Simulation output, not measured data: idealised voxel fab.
Herein follows the process module entitled voxel released beams.
Displayed cross-section: cut, width of 285 nm, square cells sized 5 nm.
Cross-section, as written here: a square-cell grid given band by band from the top down, where a band holds one or more rows of cells. It is stipulated that each band's entry specify, in nanometres, the height of the top of the band and then that of its bottom, followed by the materials of the band in left-to-right sequence, each together with its width in nanometres. A single material marked by the word "edge to edge" is understood to fill the band from edge to edge; the word "empty" is understood to denote empty space. Zero point of the height axis is 0; under it, received wafer = one material. Lowest band: continues down indefinitely, "top 0, no bottom". Per-row width for "30 to 40": begins at first number (top row of band), ends at second number (bottom row), increment between rows held constant. Any step labelled "left unchanged" changed none of the cells in the cross-section. If an empty space has no open way to the top and is at least 8 cells in size, "Enclosed internal cavities" lists it, written width x height at distance, where distance is measured from the left edge and every value is in nm. Formally, on a step line, whatever follows the settings is a remark that the simulator itself makes on the step. Steps that use a mask can have "overlay nm" on their line. It says how far the mask sat to the right of where it was meant to be. Negative means to the left.
**Set out below are the planned steps of the process**
1,RECEIVE: material Si
2,CONFORMAL_DEP: material SiN, thk nm 10
3,DIRECTIONAL_DEP: material SiO2, thk nm 10
4,MASKED_ETCH: tone open, mask id ANCHOR, width nm 25, etch materials SiO2, depth nm 10, overlay nm 0
5,CONFORMAL_DEP: material polySi, thk nm 10
6,DIRECTIONAL_DEP: material aC, thk nm 15
7,PATTERN: tone cover, mask id BEAM, material resist, width nm 90, thk nm 30, overlay nm 0
8,DIRECTIONAL_ETCH: etch materials aC, depth nm 15
9,STRIP: etch materials resist
10,DIRECTIONAL_ETCH: etch materials polySi, depth nm 10
11,STRIP: etch materials aC
12,STRIP: etch materials SiO2
**Shown in cross-section is the wafer as received, that is, as it stands after step 1**
top 0, no bottom = Si edge to edge
Enclosed internal cavities: none
**End-of-module cross-section of the first of two wafers, processed as planned**
top 30, bottom 20 = empty 95; polySi 15; empty 5; polySi 70; empty 100
top 20, bottom 10 = empty 100; polySi 25; empty 160
top 10, bottom 0 = SiN edge to edge
top 0, no bottom = Si edge to edge
Enclosed internal cavities: none
**This is the second of the two wafers, cross-sectioned at the end of the module; it started exactly like the first and was given the same plan, but it was run with one mistake**
top 30, bottom 20 = empty 95; polySi 15; empty 5; polySi 70; empty 100
top 20, bottom 10 = empty 100; polySi 25; empty 160
top 10, bottom 0 = polySi edge to edge
top 0, no bottom = Si edge to edge
Enclosed internal cavities: none
What went wrong in running the wafer? step 2 deviated from plan and actually ran as CONFORMAL_DEP: material polySi, thk nm 10
Once processing is complete, comparing cell counts shows that the second wafer has more or fewer of certain materials than the first: -114 SiN; +114 polySi
